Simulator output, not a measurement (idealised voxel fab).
Herein follows the process module entitled voxel capacitor over wiring.
In the cross-section labelled cut, the width is 215 nm and each square cell is 5 nm.
Think of the cross-section as a grid of square cells. We describe it in bands, top to bottom, and each band covers one or more rows of those cells. Top height, bottom height, nm. Materials left to right, width each, nm. Single material + "edge to edge" = fills band edge to edge. "blank" = empty. The reference from which all heights are counted is 0, the level beneath which the as-received wafer is entirely one material; the lowest band, having no lower bound, proceeds downward and is written after the example "0..down". Width "30 to 40": first value at the band's top row of cells, second value at its bottom row, equal change from row to row. "no alteration" means the step left every cell of the cross-section as it was. In "Entrapped voids" the enclosed voids are listed, meaning empty spaces of 8 cells or larger without any opening to the top. The form is width x height at distance, distance from the left edge, units nm. Formally, on a step line, whatever follows the settings is a remark that the simulator itself makes on the step. "overlay nm" on a masked step: distance the mask lay right of its planned place, negative for left.

### Steps planned for the process
step 1: RECEIVE: material Si
step 2: CONFORMAL_DEP: material SiO2, thk nm 10
step 3: DIRECTIONAL_DEP: material TiN, thk nm 5
step 4: DIRECTIONAL_DEP: material Ru, thk nm 20
step 5: DIRECTIONAL_DEP: material aC, thk nm 15
step 6: PATTERN: tone cover, mask id METAL_1, material resist, width nm 30, pitch nm 95, thk nm 30, overlay nm 0
step 7: DIRECTIONAL_ETCH: etch materials aC, depth nm 15
step 8: STRIP: etch materials resist
step 9: DIRECTIONAL_ETCH: etch materials Ru, depth nm 20
step 10: DIRECTIONAL_ETCH: etch materials TiN, depth nm 5
step 11: STRIP: etch materials aC
step 12: CONFORMAL_DEP: material SiN, thk nm 5
step 13: FILL_DEP: material lowk, thk nm 10
step 14: CMP: height nm 35
step 15: CONFORMAL_DEP: material SiCN, thk nm 5
step 16: DIRECTIONAL_DEP: material SiO2, thk nm 20
step 17: MASKED_ETCH: tone open, mask id PLUG_1, width nm 15, etch materials SiO2, depth nm 20, overlay nm 0
step 18: MASKED_ETCH: tone open, mask id PLUG_1, width nm 15, etch materials SiCN, depth nm 5, overlay nm 0
step 19: CONFORMAL_DEP: material TiN, thk nm 5
step 20: FILL_DEP: material Ru, thk nm 5
step 21: CMP: height nm 60
step 22: DIRECTIONAL_DEP: material TiN, thk nm 5
step 23: DIRECTIONAL_DEP: material HfO2, thk nm 5
step 24: DIRECTIONAL_DEP: material TiN, thk nm 5
step 25: PATTERN: tone cover, mask id UPPER_PLATE, material resist, width nm 70, thk nm 15, overlay nm 0
step 26: DIRECTIONAL_ETCH: etch materials TiN, depth nm 5
step 27: DIRECTIONAL_ETCH: etch materials HfO2, depth nm 5
step 28: STRIP: etch materials resist
step 29: PATTERN: tone cover, mask id LOWER_PLATE, material resist, width nm 80, thk nm 20, overlay nm 0
step 30: DIRECTIONAL_ETCH: etch materials TiN, depth nm 5
step 31: STRIP: etch materials resist
step 32: FILL_DEP: material SiO2, thk nm 20
step 33: CMP: height nm 90
step 34: PATTERN: tone open, mask id PLUG_2, material resist, width nm 15, thk nm 20, overlay nm 0
step 35: DIRECTIONAL_ETCH: etch materials SiO2, depth nm 15
step 36: STRIP: etch materials resist
step 37: CONFORMAL_DEP: material TiN, thk nm 5
step 38: FILL_DEP: material Cu, thk nm 10
step 39: CMP: height nm 90
step 40: CONFORMAL_DEP: material SiCN, thk nm 5

### So this is the incoming wafer in cross-section - it's already been through step 1
* 0..down: Si edge to edge
* Entrapped voids: none

### What the wafer looks like in cross-section after this module, when it starts as shown above and follows the plan above but one mistake is made in running it
* 110..105: SiCN edge to edge
* 105..95: Cu edge to edge
* 95..90: 75 nm TiN, 5 nm Cu, 135 nm TiN
* 90..80: 70 nm SiO2, 5 nm TiN, 5 nm Cu, 5 nm TiN, 130 nm SiO2
* 80..70: 70 to 60 nm SiO2, 15 to 70 nm TiN, 130 to 85 nm SiO2
* 70..65: 60 nm SiO2, 70 nm HfO2, 85 nm SiO2
* 65..60: 55 nm SiO2, 80 nm TiN, 80 nm SiO2
* 60..40: 60 nm SiO2, 5 nm TiN, 5 nm Ru, 5 nm TiN, 140 nm SiO2
* 40..35: 60 nm SiCN, 15 nm TiN, 140 nm SiCN
* 35..15: 40 nm lowk, 5 nm SiN, 30 nm Ru, 5 nm SiN, 55 nm lowk, 5 nm SiN, 30 nm Ru, 5 nm SiN, 40 nm lowk
* 15..10: 45 nm SiN, 30 nm TiN, 65 nm SiN, 30 nm TiN, 45 nm SiN
* 10..0: SiO2 edge to edge
* 0..down: Si edge to edge
* Entrapped voids: none
So what did we get wrong on this run? step 39 in the plan did not get run; it was skipped
